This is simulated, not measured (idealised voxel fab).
process module | voxel self aligned contacts
cross-section cut | 185 nm wide | cells 5 nm
A cross-section is a grid of square cells, given in bands from the top down. A band is one or more rows of cells.
Each band's line starts with the height of the band's top and of its bottom, in nm. Then come its materials from left to right, each with its width in nm. One material with "throughout" fills the band from edge to edge. "air" is empty space.
Height 0 is the level under which the wafer as received is all one material. The lowest band goes on downwards, as in "0 down".
A width such as "30 to 40" changes by the same amount from each row of cells to the next, from the band's top row to its bottom row.
"no change" after a step means that no cell of the cross-section changed.
closed voids: empty space of 8 cells or more with no open way to the top, each as width x height at its distance from the left edge, in nm
after a step's settings: what the simulator itself notes on the step
overlay nm, on a step with a mask: how far to the right of its planned place the mask lay; to the left if negative
plan
1 op RECEIVE | material Si
2 op CONFORMAL_DEP | material SiO2 | thk nm 5
3 op DIRECTIONAL_DEP | material polySi | thk nm 30
4 op DIRECTIONAL_DEP | material SiN | thk nm 20
5 op MASKED_ETCH | tone cover | mask id GATE | width nm 25 | pitch nm 60 | etch materials SiN | depth nm 20 | overlay nm 0
6 op MASKED_ETCH | tone cover | mask id GATE | width nm 25 | pitch nm 60 | etch materials polySi | depth nm 30 | overlay nm 0
7 op CONFORMAL_DEP | material SiN | thk nm 10
8 op DIRECTIONAL_ETCH | etch materials SiN | depth nm 10
9 op FILL_DEP | material SiO2 | thk nm 10
10 op CMP | height nm 60
11 op DIRECTIONAL_DEP | material aC | thk nm 10
12 op PATTERN | tone open | mask id CONTACT | material resist | width nm 45 | thk nm 25 | overlay nm 0
13 op DIRECTIONAL_ETCH | etch materials aC | depth nm 10
14 op STRIP | etch materials resist
15 op DIRECTIONAL_ETCH | etch materials SiO2 | depth nm 60
16 op STRIP | etch materials aC
17 op CONFORMAL_DEP | material TiN | thk nm 5
18 op FILL_DEP | material Ru | thk nm 10
19 op CMP | height nm 60
20 op CONFORMAL_DEP | material SiCN | thk nm 5
as received, after step 1
  0 down: Si throughout
  closed voids: none
a wafer at the end: this start, this plan, one mistake
  65 to 60: SiCN throughout
  60 to 55: SiO2 70 | TiN 20 | Ru 5 | TiN 20 | SiO2 70
  55 to 35: SiO2 40 | SiN 45 | TiN 5 | Ru 5 | TiN 5 | SiN 45 | SiO2 40
  35 to 20: SiO2 40 | SiN 10 | polySi 25 | SiN 10 | TiN 5 | Ru 5 | TiN 5 | SiN 10 | polySi 25 | SiN 10 | SiO2 40
  20 to 15: SiO2 40 | SiN 10 | polySi 25 | SiN 10 | TiN 15 | SiN 10 | polySi 25 | SiN 10 | SiO2 40
  15 to 5: SiN 50 | polySi 25 | SiN 35 | polySi 25 | SiN 50
  5 to 0: SiO2 throughout
  0 down: Si throughout
  closed voids: none
what went wrong: steps 7 and 8 were swapped
